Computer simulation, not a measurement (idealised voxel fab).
Process module under the name voxel released beams
Square cell edge 5 nm, section width 160 nm, ID cut.
The cross-sections in this document take the form of a grid made of square cells. They are written out as bands, in order from top to bottom. Each band consists of one or more rows of cells. Read a band's entry like this: the first values are the height of its top and the height of its bottom in nm, and what follows is the sequence of materials from left to right, each with its width in nm. Note that "empty" is empty space, and that a single material marked "throughout" reaches across the band from edge to edge. Convention: height 0 is the level below which the wafer, as received, is all one material. The lowest band does not terminate at the bottom but continues downward, represented as "top 0, no bottom". Read "30 to 40" as a graded width: first number on top, second number at the bottom, same change between each pair of neighbouring rows. Step marked "left unchanged"? Then no cell in the cross-section changed in it. Closed-off voids of 8+ cells (no open route to the top) go in "Closed cavities", written width x height at distance from the left edge, in nm. Whatever follows a step's settings on its line is a remark the simulator itself makes about that step. "overlay nm" on a masked step: distance the mask lay right of its planned place, negative for left.
List of planned process steps
1,RECEIVE, material Si
2,CONFORMAL_DEP, material Al2O3, thk nm 5
3,DIRECTIONAL_DEP, material SiO2, thk nm 10
4,DIRECTIONAL_DEP, material aC, thk nm 15
5,PATTERN, tone open, mask id ANCHOR, material resist, width nm 25, thk nm 30, overlay nm 0
6,DIRECTIONAL_ETCH, etch materials aC, depth nm 15
7,STRIP, etch materials resist
8,DIRECTIONAL_ETCH, etch materials SiO2, depth nm 10
9,STRIP, etch materials aC
10,CONFORMAL_DEP, material polySi, thk nm 10
11,DIRECTIONAL_DEP, material aC, thk nm 10
12,PATTERN, tone cover, mask id BEAM, material resist, width nm 85, thk nm 25, overlay nm 0
13,DIRECTIONAL_ETCH, etch materials aC, depth nm 10
14,STRIP, etch materials resist
15,DIRECTIONAL_ETCH, etch materials polySi, depth nm 10
16,STRIP, etch materials aC
17,STRIP, etch materials SiO2
As received (post step 1): cross-section
* top 0, no bottom  Si throughout
* Closed cavities: none
Here's the wafer cut in cross-section after the module, started and planned just like above, except one thing was done wrong in the run
* top 35, bottom 25  35 nm empty / 15 nm polySi / 5 nm empty / 65 nm polySi / 40 nm empty
* top 25, bottom 15  40 nm empty / 25 nm polySi / 95 nm empty
* top 15, bottom 0  Al2O3 throughout
* top 0, no bottom  Si throughout
* Closed cavities: none
Finding, execution versus plan: rather than as planned, step 2 actually ran as CONFORMAL_DEP, material Al2O3, thk nm 15
